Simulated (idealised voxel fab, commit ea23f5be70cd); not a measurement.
process module | voxel fin reveal
Shown is cross-section cut, with a width of 155 nm and square cells of size 5 nm.
The cross-sections in this document take the form of a grid made of square cells. They are written out as bands, in order from top to bottom. Each band consists of one or more rows of cells.
Each band's line starts with the height of the band's top and of its bottom, in nm. Then come its materials from left to right, each with its width in nm. One material with "throughout" fills the band from edge to edge. "empty" is empty space.
We count height from 0. Below that, the starting wafer is all one material. The lowest band never ends at the bottom but goes on down; see "0 nm and below" for how that is written.
Note: "30 to 40" means the width goes from the first number (top row of the band) to the second number (bottom row) in equal steps per row of cells.
"nothing was modified" after a step means that no cell of the cross-section changed.
Heads up: "Enclosed internal cavities" only lists the empty pockets with no open path to the top that are 8 cells or more, and it writes them as width x height at distance, distance from the left edge, in nm.
Formally, on a step line, whatever follows the settings is a remark that the simulator itself makes on the step.
The line of a step may include "overlay nm". On a step with a mask, this value is how far to the right of its planned place the mask lay. A negative value means the mask lay to the left.

## Listed below are the process steps as planned
- 1: RECEIVE | material Si
- 2: CONFORMAL_DEP | material SiN | thk nm 5
- 3: MASKED_ETCH | tone cover | mask id FINS | width nm 15 | pitch nm 40 | etch materials SiN | depth nm 5 | overlay nm 0
- 4: MASKED_ETCH | tone cover | mask id FINS | width nm 15 | pitch nm 40 | etch materials Si | depth nm 35 | overlay nm 0
- 5: OXIDIZE | depth nm 5
- 6: FILL_DEP | material SiO2 | thk nm 10
- 7: CMP | height nm 5
- 8: SELECTIVE_ETCH | etch materials SiO2 | depth nm 30
- 9: STRIP | etch materials SiN

## Wafer cross-section on receipt, i.e. after step 1
0 nm and below  Si throughout
Enclosed internal cavities: none

## First of two wafers, end-of-module section, run followed plan
0 nm to -25 nm  empty (35); Si (5); empty (35); Si (5); empty (35); Si (5); empty (35)
-25 nm to -40 nm  SiO2 (35); Si (5); SiO2 (35); Si (5); SiO2 (35); Si (5); SiO2 (35)
-40 nm and below  Si throughout
Enclosed internal cavities: none

## Cross-section of the latter of the two wafers at module completion. It had an identical start and an identical plan to the former; in running it, one mistake was made
5 nm to 0 nm  empty (30); SiN (15); empty (25); SiN (15); empty (25); SiN (15); empty (30)
0 nm to -40 nm  empty (35); Si (5); empty (35); Si (5); empty (35); Si (5); empty (35)
-40 nm and below  Si throughout
Enclosed internal cavities: none
Deviation noted in wafer processing: so step 9 ended up running with a different setting than we planned, it ran as STRIP | etch materials SiO2
Per the end-of-run cell counts, the second wafer holds more or fewer of some materials than the first: SiN +9; SiO2 -84
